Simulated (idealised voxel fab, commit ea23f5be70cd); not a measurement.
You're looking at the process module voxel wiring stack.
Displayed cross-section: cut, width of 170 nm, square cells sized 5 nm.
In what follows, cross-sections appear as grids of square cells, described through bands that run from the top down, where every band is one or more rows of cells.
Within each band entry, the heights of the top and of the bottom of the band appear first, in that order and in nm; the materials of the band then follow from left to right, each with its corresponding width in nm. The designation "throughout" on a single material indicates that it fills the band from edge to edge; the designation "blank" indicates empty space.
We count height from 0. Below that, the starting wafer is all one material. The lowest band never ends at the bottom but goes on down; see "0 down" for how that is written.
Width: "30..40" (first number = top row, second number = bottom row, same change from row to row of cells).
"no modification" means the step left every cell of the cross-section as it was.
"Enclosed void listing" - sealed voids, min. 8 cells, no opening to top; format: width x height at distance (distance from left edge; nm throughout).
That trailing text on a step's line, after the settings, is the simulator's own remark on the step.
The line of a step may include "overlay nm". On a step with a mask, this value is how far to the right of its planned place the mask lay. A negative value means the mask lay to the left.
Process steps - plan
1: RECEIVE: material Si
2: CONFORMAL_DEP: material SiO2, thk nm 10
3: DIRECTIONAL_DEP: material TiN, thk nm 5
4: DIRECTIONAL_DEP: material W, thk nm 25
5: PATTERN: tone cover, mask id METAL_1, material resist, width nm 30, pitch nm 55, thk nm 20, overlay nm 0
6: DIRECTIONAL_ETCH: etch materials W, depth nm 25
7: DIRECTIONAL_ETCH: etch materials TiN, depth nm 5
8: STRIP: etch materials resist
9: FILL_DEP: material lowk, thk nm 5
10: CMP: height nm 40
11: CONFORMAL_DEP: material SiCN, thk nm 5
12: DIRECTIONAL_DEP: material lowk, thk nm 20
13: DIRECTIONAL_DEP: material aC, thk nm 10
14: PATTERN: tone open, mask id PLUG_1, material resist, width nm 15, pitch nm 55, thk nm 25, overlay nm 0
15: DIRECTIONAL_ETCH: etch materials aC, depth nm 10
16: STRIP: etch materials resist
17: DIRECTIONAL_ETCH: etch materials lowk, depth nm 20
18: DIRECTIONAL_ETCH: etch materials SiCN, depth nm 5
19: STRIP: etch materials aC
20: CONFORMAL_DEP: material TiN, thk nm 5
21: FILL_DEP: material Cu, thk nm 10
22: CMP: height nm 65
23: CONFORMAL_DEP: material SiN, thk nm 5
24: DIRECTIONAL_DEP: material SiO2, thk nm 15
25: MASKED_ETCH: tone open, mask id METAL_2, width nm 30, pitch nm 55, etch materials SiO2, depth nm 15, overlay nm 0
26: MASKED_ETCH: tone open, mask id METAL_2, width nm 30, pitch nm 55, etch materials SiN, depth nm 5, overlay nm 0
27: CONFORMAL_DEP: material TiN, thk nm 5
28: FILL_DEP: material Cu, thk nm 10
29: CMP: height nm 85
30: CONFORMAL_DEP: material SiCN, thk nm 5
Wafer as received: cross-section following step 1
    0 down = Si throughout
    Enclosed void listing: none
The first of the two wafers as seen in cross-section once the module was finished; processing followed the plan
    90 to 85 = SiCN throughout
    85 to 70 = SiO2=15 / TiN=5 / Cu=20 / TiN=5 / SiO2=25 / TiN=5 / Cu=20 / TiN=5 / SiO2=25 / TiN=5 / Cu=20 / TiN=5 / SiO2=15
    70 to 65 = SiN=15 / TiN=30 / SiN=25 / TiN=30 / SiN=25 / TiN=30 / SiN=15
    65 to 45 = lowk=15 / TiN=5 / Cu=5 / TiN=5 / lowk=40 / TiN=5 / Cu=5 / TiN=5 / lowk=40 / TiN=5 / Cu=5 / TiN=5 / lowk=30
    45 to 40 = SiCN=15 / TiN=15 / SiCN=40 / TiN=15 / SiCN=40 / TiN=15 / SiCN=30
    40 to 15 = lowk=15 / W=30 / lowk=25 / W=30 / lowk=25 / W=30 / lowk=15
    15 to 10 = lowk=15 / TiN=30 / lowk=25 / TiN=30 / lowk=25 / TiN=30 / lowk=15
    10 to 0 = SiO2 throughout
    0 down = Si throughout
    Enclosed void listing: none
End of module, second wafer, cross-section. Started like the first, planned like the first, run with one mistake
    90 to 85 = SiCN throughout
    85 to 70 = SiO2=15 / TiN=5 / Cu=20 / TiN=5 / SiO2=25 / TiN=5 / Cu=20 / TiN=5 / SiO2=25 / TiN=5 / Cu=20 / TiN=5 / SiO2=15
    70 to 65 = SiN=15 / TiN=30 / SiN=25 / TiN=30 / SiN=25 / TiN=30 / SiN=15
    65 to 60 = SiCN=15 / TiN=15 / SiCN=40 / TiN=15 / SiCN=40 / TiN=15 / SiCN=30
    60 to 40 = lowk throughout
    40 to 15 = lowk=15 / W=30 / lowk=25 / W=30 / lowk=25 / W=30 / lowk=15
    15 to 10 = lowk=15 / TiN=30 / lowk=25 / TiN=30 / lowk=25 / TiN=30 / lowk=15
    10 to 0 = SiO2 throughout
    0 down = Si throughout
    Enclosed void listing: none
Run error: order of steps 11 and 12 inverted relative to the plan
Materials where the second wafer ends with more or fewer cells than the first: Cu: 12 fewer, TiN: 24 fewer, lowk: 36 more
